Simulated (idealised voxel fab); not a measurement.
You're looking at the process module voxel self aligned contacts.
225 nm wide, 5 nm square cells: that's cross-section cut.
Just so we're on the same page, the cross-sections are grids of square cells, and they're listed out in bands top to bottom, each band one or more rows deep.
What a band's entry tells you: where the top is and where the bottom is, as heights in nm, and after that what lies inside, material by material from left to right, each with its width in nm. Empty space is written as the word "air", and a single material marked with the word "edge to edge" occupies the band from edge to edge.
All heights in this document are referenced to 0, defined as the level beneath which the wafer, as received, consists entirely of one material. The lowest band is not bounded below; it extends indefinitely downward and is written in the form "0..down".
A width such as "30..40" changes by the same amount from each row of cells to the next, from the band's top row to its bottom row.
No cell of the cross-section changed in a step that is given as "nothing altered".
"Voids, fully enclosed": empty spaces of 8 cells or more with no open way to the top, each given as width x height at distance, distance from the left edge, all in nm.
That trailing text on a step's line, after the settings, is the simulator's own remark on the step.
"overlay nm" answers the question of how far to the right of plan the mask lay on a step that has a mask, and when it is negative the answer is to the left.

### List of planned process steps
1) RECEIVE | material Si
2) CONFORMAL_DEP | material SiO2 | thk nm 5
3) DIRECTIONAL_DEP | material polySi | thk nm 30
4) DIRECTIONAL_DEP | material SiN | thk nm 15
5) DIRECTIONAL_DEP | material aC | thk nm 15
6) PATTERN | tone cover | mask id GATE | material resist | width nm 30 | pitch nm 65 | thk nm 35 | overlay nm 0
7) DIRECTIONAL_ETCH | etch materials aC | depth nm 15
8) STRIP | etch materials resist
9) DIRECTIONAL_ETCH | etch materials SiN | depth nm 15
10) DIRECTIONAL_ETCH | etch materials polySi | depth nm 30
11) STRIP | etch materials aC
12) CONFORMAL_DEP | material SiN | thk nm 5
13) DIRECTIONAL_ETCH | etch materials SiN | depth nm 5
14) FILL_DEP | material SiO2 | thk nm 15
15) CMP | height nm 55
16) MASKED_ETCH | tone open | mask id CONTACT | width nm 45 | etch materials SiO2 | depth nm 55 | overlay nm 0
17) CONFORMAL_DEP | material TiN | thk nm 5
18) FILL_DEP | material W | thk nm 5
19) CMP | height nm 55
20) CONFORMAL_DEP | material SiN | thk nm 5

### As-received state of the wafer in cross-section, equivalent to post-step 1
- 0..down = Si edge to edge
- Voids, fully enclosed: none

### The plan above was carried out on the starting structure above with one mistake, and this cross-section shows the wafer at the end of the module
- 60..55 = SiN edge to edge
- 55..45 = SiO2 90 / TiN 5 / W 35 / TiN 5 / SiO2 90
- 45..40 = SiO2 90 / TiN 15 / W 15 / TiN 15 / SiO2 90
- 40..25 = SiO2 60 / SiN 40 / TiN 5 / W 15 / TiN 5 / SiN 40 / SiO2 60
- 25..5 = SiO2 60 / SiN 5 / polySi 30 / SiN 5 / TiN 5 / W 15 / TiN 5 / SiN 5 / polySi 30 / SiN 5 / SiO2 60
- 5..0 = SiO2 100 / TiN 25 / SiO2 100
- 0..down = Si edge to edge
- Voids, fully enclosed: none
The plan and the run diverged here: the process deviated at step 3: the operation and settings actually run there were DIRECTIONAL_DEP | material polySi | thk nm 20
